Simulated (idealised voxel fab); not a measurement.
Process module heading - voxel self aligned contacts
Displayed cross-section: cut, width of 245 nm, square cells sized 5 nm.
Think of the cross-section as a grid of square cells. We describe it in bands, top to bottom, and each band covers one or more rows of those cells.
Look at the band entry: it leads with the top's height and the bottom's height in nm. Then it lists the materials left to right, with a width in nm for each. The word "full width" on a single material says that material fills the band edge to edge. The word "blank" is empty space.
Basically, 0 is our baseline, since under it the wafer straight out of the box is all one material. The bottom band has no lower end and keeps on going down, so it looks like "0..down".
When a width is written as two numbers, as in "30..40", the first number is the width in the top row of cells of the band and the second is the width in its bottom row, and the width changes by the same amount from each row to the next.
Reading "nothing was modified" for a step: not a cell of the cross-section changed in it.
Enclosed voids (no open way to top), threshold 8 cells or more, entry "closed voids", notation width x height at distance, distance from left edge, nm.
Read whatever lies past the settings on a step's line as the simulator's own remark about the step.
Among the settings permitted on a step's line is "overlay nm"; applied to a step with a mask, it specifies the extent to which the mask lay to the right of its planned position, whereas a negative figure signifies a position to the left.

## Below is the list of planned process steps
1: RECEIVE,material Si
2: OXIDIZE,depth nm 5
3: DIRECTIONAL_DEP,material polySi,thk nm 30
4: DIRECTIONAL_DEP,material SiN,thk nm 25
5: DIRECTIONAL_DEP,material aC,thk nm 10
6: PATTERN,tone cover,mask id GATE,material resist,width nm 25,pitch nm 65,thk nm 25,overlay nm 0
7: DIRECTIONAL_ETCH,etch materials aC,depth nm 10
8: STRIP,etch materials resist
9: DIRECTIONAL_ETCH,etch materials SiN,depth nm 25
10: DIRECTIONAL_ETCH,etch materials polySi,depth nm 30
11: STRIP,etch materials aC
12: CONFORMAL_DEP,material SiN,thk nm 10
13: DIRECTIONAL_ETCH,etch materials SiN,depth nm 10
14: FILL_DEP,material SiO2,thk nm 20
15: CMP,height nm 65
16: PATTERN,tone open,mask id CONTACT,material resist,width nm 50,thk nm 15,overlay nm 0
17: DIRECTIONAL_ETCH,etch materials SiO2,depth nm 70
18: STRIP,etch materials resist
19: CONFORMAL_DEP,material TiN,thk nm 5
20: FILL_DEP,material W,thk nm 5
21: CMP,height nm 65
22: CONFORMAL_DEP,material SiN,thk nm 5

## Step 1 complete: cross-section of the wafer as received
* 0..down: Si full width
* closed voids: none

## Post-module cross-section of the first of two wafers (run per plan)
* 70..65: SiN full width
* 65..55: 95 of SiO2 / 5..20 of TiN / 40..10 of W / 5..20 of TiN / 100 of SiO2
* 55..30: 65 of SiO2 / 45 of SiN / 5 of TiN / 10 of W / 5 of TiN / 45 of SiN / 70 of SiO2
* 30..0: 65 of SiO2 / 10 of SiN / 25 of polySi / 10 of SiN / 5 of TiN / 10 of W / 5 of TiN / 10 of SiN / 25 of polySi / 10 of SiN / 70 of SiO2
* 0..-5: 110 of SiO2 / 20 of TiN / 115 of SiO2
* -5..down: Si full width
* closed voids: none

## Wafer two, sectioned after the module: the first wafer's start, the first wafer's plan, and one mistake in how it was run
* 70..65: SiN full width
* 65..55: 95 of SiO2 / 5..20 of TiN / 45..10 of W / 5..25 of TiN / 95 of SiO2
* 55..30: 65 of SiO2 / 45 of SiN / 5 of TiN / 10 of W / 5 of TiN / 45 of SiN / 70 of SiO2
* 30..0: 65 of SiO2 / 10 of SiN / 25 of polySi / 10 of SiN / 5 of TiN / 10 of W / 5 of TiN / 10 of SiN / 25 of polySi / 10 of SiN / 70 of SiO2
* 0..-5: 110 of SiO2 / 20 of TiN / 115 of SiO2
* -5..down: Si full width
* closed voids: none
Deviation noted in wafer processing: step 16 did not happen as planned, as run it was PATTERN,tone open,mask id CONTACT,material resist,width nm 55,thk nm 15,overlay nm 0
Counted in cells at the end, the second wafer holds more or fewer of these materials than the first: SiO2 -2; TiN +1; W +1
